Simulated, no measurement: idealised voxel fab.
Herein follows the process module entitled voxel double patterning.
245 nm wide, 5 nm square cells: that's cross-section cut.
In this document a cross-section is written as a grid of square cells. It is given as a series of bands, listed from the top down, and a band is one or more rows of cells. Top height, bottom height, nm. Materials left to right, width each, nm. Single material + "edge to edge" = fills band edge to edge. "empty" = empty. For the purposes of this specification, 0 denotes the height below which the wafer in its as-received condition is composed wholly of one material, and the lowermost band, lacking a lower limit, extends downward without end, as expressed in "0 nm and below". Per-row width for "30..40": begins at first number (top row of band), ends at second number (bottom row), increment between rows held constant. "identical to before" -> step changed no cross-section cell. The entry "Enclosed void entries" lists the empty spaces that cover at least 8 cells and have no open path to the top. Each is written as width x height at distance, where the distance is measured from the left edge and all three values are in nm. On a step's line, text after the settings is the simulator commenting on that step. overlay nm: for a step with a mask, the amount by which the mask lay right of where it was planned; a negative amount means left of it.

-- Steps planned for the process
1 RECEIVE,material Si
2 CONFORMAL_DEP,material SiO2,thk nm 10
3 DIRECTIONAL_DEP,material W,thk nm 20
4 DIRECTIONAL_DEP,material SiCN,thk nm 10
5 MASKED_ETCH,tone open,mask id FIRST,width nm 15,pitch nm 50,etch materials SiCN,depth nm 10,overlay nm 0
6 MASKED_ETCH,tone open,mask id SECOND,width nm 15,etch materials SiCN,depth nm 10,overlay nm 0
7 DIRECTIONAL_ETCH,etch materials W,depth nm 20
8 STRIP,etch materials SiCN

-- Delivered wafer in cross-section: state after step 1
	0 nm and below | Si edge to edge
	Enclosed void entries: none

-- Looking at the first of two wafers in cross-section at end of module - ran to plan
	30 nm to 10 nm | 90 W  15 empty  10 W  15 empty  10 W  15 empty  90 W
	10 nm to 0 nm | SiO2 edge to edge
	0 nm and below | Si edge to edge
	Enclosed void entries: none

-- This cross-section belongs to the second wafer of two at the end of the module; the start and the plan were shared with the first, and the run included one mistake
	20 nm to 10 nm | 90 W  15 empty  10 W  15 empty  10 W  15 empty  90 W
	10 nm to 0 nm | SiO2 edge to edge
	0 nm and below | Si edge to edge
	Enclosed void entries: none
In executing the process, a mistake was made relative to the plan: for step 3, the planned setting was not used; the step was instead run as DIRECTIONAL_DEP,material W,thk nm 10
Upon completion, the second wafer contains, in terms of cells, a greater or smaller amount of certain materials than the first wafer: W -80
